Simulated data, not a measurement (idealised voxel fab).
process module | voxel gate over fins
cross-section cut | 165 nm wide | cells 5 nm
A cross-section is a grid of square cells, given in bands from the top down. A band is one or more rows of cells.
Each band's line starts with the height of the band's top and of its bottom, in nm. Then come its materials from left to right, each with its width in nm. One material with "throughout" fills the band from edge to edge. "air" is empty space.
Height 0 is the level under which the wafer as received is all one material. The lowest band goes on downwards, as in "0 down".
A width such as "30 to 40" changes by the same amount from each row of cells to the next, from the band's top row to its bottom row.
"no change" after a step means that no cell of the cross-section changed.
closed voids: empty space of 8 cells or more with no open way to the top, each as width x height at its distance from the left edge, in nm
after a step's settings: what the simulator itself notes on the step
overlay nm, on a step with a mask: how far to the right of its planned place the mask lay; to the left if negative
plan
1 op RECEIVE | material Si
2 op CONFORMAL_DEP | material SiN | thk nm 10
3 op MASKED_ETCH | tone cover | mask id FINS | width nm 15 | pitch nm 35 | etch materials SiN | depth nm 10 | overlay nm 0
4 op MASKED_ETCH | tone cover | mask id FINS | width nm 15 | pitch nm 35 | etch materials Si | depth nm 30 | overlay nm 0
5 op OXIDIZE | depth nm 5
6 op FILL_DEP | material SiO2 | thk nm 5
7 op CMP | height nm 10
8 op SELECTIVE_ETCH | etch materials SiO2 | depth nm 20
9 op STRIP | etch materials SiN
10 op CONFORMAL_DEP | material HfO2 | thk nm 5
11 op CONFORMAL_DEP | material TiN | thk nm 5
12 op FILL_DEP | material W | thk nm 10
13 op CMP | height nm 15
14 op CONFORMAL_DEP | material SiN | thk nm 10
as received, after step 1
  0 down: Si throughout
  closed voids: none
first wafer at the end, as planned
  25 to 15: SiN throughout
  15 to 10: W throughout
  10 to 5: W 35 | TiN 25 | W 10 | TiN 25 | W 10 | TiN 25 | W 35
  5 to 0: W 35 | TiN 5 | HfO2 15 | TiN 5 | W 10 | TiN 5 | HfO2 15 | TiN 5 | W 10 | TiN 5 | HfO2 15 | TiN 5 | W 35
  0 to -5: TiN 40 | HfO2 5 | Si 5 | HfO2 5 | TiN 20 | HfO2 5 | Si 5 | HfO2 5 | TiN 20 | HfO2 5 | Si 5 | HfO2 5 | TiN 40
  -5 to -10: HfO2 45 | Si 5 | HfO2 30 | Si 5 | HfO2 30 | Si 5 | HfO2 45
  -10 to -35: SiO2 45 | Si 5 | SiO2 30 | Si 5 | SiO2 30 | Si 5 | SiO2 45
  -35 down: Si throughout
  closed voids: none
second wafer at the end: like start, like plan, one mistake
  25 to 15: SiN throughout
  15 to 10: W throughout
  10 to 0: W 35 | TiN 25 | W 10 | TiN 25 | W 10 | TiN 25 | W 35
  0 to -10: TiN 45 | Si 5 | TiN 30 | Si 5 | TiN 30 | Si 5 | TiN 45
  -10 to -35: SiO2 45 | Si 5 | SiO2 30 | Si 5 | SiO2 30 | Si 5 | SiO2 45
  -35 down: Si throughout
  closed voids: none
what went wrong: step 10 ran as: op CONFORMAL_DEP | material TiN | thk nm 5
at the end the second wafer has, in cells: 45 fewer of HfO2 | 45 more of TiN
